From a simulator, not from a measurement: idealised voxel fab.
The process module that follows is named voxel capacitor over wiring.
Xsec cut, 275 nm wide, square cell size 5 nm.
Just so we're on the same page, the cross-sections are grids of square cells, and they're listed out in bands top to bottom, each band one or more rows deep.
A band entry consists of two parts. The first gives the height of the band's top and the height of its bottom, in nm. The rest lists the band's materials from left to right, each with its width in nm. A single material labelled with the word "edge to edge" fills the band from edge to edge, and the word "air" marks empty space.
The level at which height equals 0 is the one under which the wafer, as it arrives, is entirely one material. No lower edge exists for the bottom band, which continues downward and is notated as in "0 and below".
Width: "30..40" (first number = top row, second number = bottom row, same change from row to row of cells).
"no alteration" for a step: no cell of the cross-section changed in that step.
The list in "Trapped voids" covers empty spaces of 8 cells or more that cannot reach the top through any open way, and it gives each as width x height at distance; the distance is from the left edge, and width, height and distance are in nm.
Heads up: the bit after the settings on a step's line is the simulator's remark on that step.
overlay nm: mask right of planned place by this much (step with mask). Neg. = left.

Process steps foreseen in the plan
step 1: RECEIVE with material Si
step 2: CONFORMAL_DEP with material SiO2, thk nm 10
step 3: DIRECTIONAL_DEP with material TiN, thk nm 5
step 4: DIRECTIONAL_DEP with material Ru, thk nm 20
step 5: PATTERN with tone cover, mask id METAL_1, material resist, width nm 20, pitch nm 75, thk nm 20, overlay nm 0
step 6: DIRECTIONAL_ETCH with etch materials Ru, depth nm 20
step 7: DIRECTIONAL_ETCH with etch materials TiN, depth nm 5
step 8: STRIP with etch materials resist
step 9: CONFORMAL_DEP with material SiN, thk nm 5
step 10: FILL_DEP with material SiO2, thk nm 5
step 11: CMP with height nm 35
step 12: CONFORMAL_DEP with material SiCN, thk nm 5
step 13: DIRECTIONAL_DEP with material SiO2, thk nm 15
step 14: DIRECTIONAL_DEP with material aC, thk nm 15
step 15: PATTERN with tone open, mask id PLUG_1, material resist, width nm 15, thk nm 30, overlay nm 0
step 16: DIRECTIONAL_ETCH with etch materials aC, depth nm 15
step 17: STRIP with etch materials resist
step 18: DIRECTIONAL_ETCH with etch materials SiO2, depth nm 15
step 19: DIRECTIONAL_ETCH with etch materials SiCN, depth nm 5
step 20: STRIP with etch materials aC
step 21: CONFORMAL_DEP with material TiN, thk nm 5
step 22: FILL_DEP with material Ru, thk nm 5
step 23: CMP with height nm 55
step 24: DIRECTIONAL_DEP with material TiN, thk nm 5
step 25: DIRECTIONAL_DEP with material Al2O3, thk nm 5
step 26: DIRECTIONAL_DEP with material TiN, thk nm 5
step 27: MASKED_ETCH with tone cover, mask id UPPER_PLATE, width nm 60, etch materials TiN, depth nm 5, overlay nm 0
step 28: MASKED_ETCH with tone cover, mask id UPPER_PLATE, width nm 60, etch materials Al2O3, depth nm 5, overlay nm 0
step 29: PATTERN with tone cover, mask id LOWER_PLATE, material resist, width nm 70, thk nm 15, overlay nm 0
step 30: DIRECTIONAL_ETCH with etch materials TiN, depth nm 5
step 31: STRIP with etch materials resist
step 32: FILL_DEP with material SiO2, thk nm 15
step 33: CMP with height nm 80
step 34: PATTERN with tone open, mask id PLUG_2, material resist, width nm 15, thk nm 20, overlay nm 0
step 35: DIRECTIONAL_ETCH with etch materials SiO2, depth nm 10
step 36: STRIP with etch materials resist
step 37: CONFORMAL_DEP with material TiN, thk nm 5
step 38: FILL_DEP with material Ru, thk nm 5
step 39: CMP with height nm 80
step 40: CONFORMAL_DEP with material SiCN, thk nm 5

Cross-section of the wafer at receipt, which is the condition after step 1
  0 and below = Si edge to edge
  Trapped voids: none

Cross-section, end of module. Start: as above. Plan: as above. Execution: one mistake
  85 down to 80 = SiCN edge to edge
  80 down to 75 = 105 of SiO2, 5 of TiN, 5 of Ru, 5 of TiN, 155 of SiO2
  75 down to 65 = 105..95 of SiO2, 15..60 of TiN, 155..120 of SiO2
  65 down to 60 = 95 of SiO2, 60 of Al2O3, 120 of SiO2
  60 down to 55 = 90 of SiO2, 70 of TiN, 115 of SiO2
  55 down to 40 = 95 of SiO2, 5 of TiN, 5 of Ru, 5 of TiN, 165 of SiO2
  40 down to 35 = 95 of SiCN, 15 of TiN, 165 of SiCN
  35 down to 15 = 90 of Ru, 5 of SiN, 10 of SiO2, 5 of SiN, 55 of Ru, 5 of SiN, 10 of SiO2, 5 of SiN, 90 of Ru
  15 down to 10 = 90 of TiN, 20 of SiN, 55 of TiN, 20 of SiN, 90 of TiN
  10 down to 0 = SiO2 edge to edge
  0 and below = Si edge to edge
  Trapped voids: none
What was the processing mistake? in deviation from the planned setting, step 5 was conducted as PATTERN with tone open, mask id METAL_1, material resist, width nm 20, pitch nm 75, thk nm 20, overlay nm 0
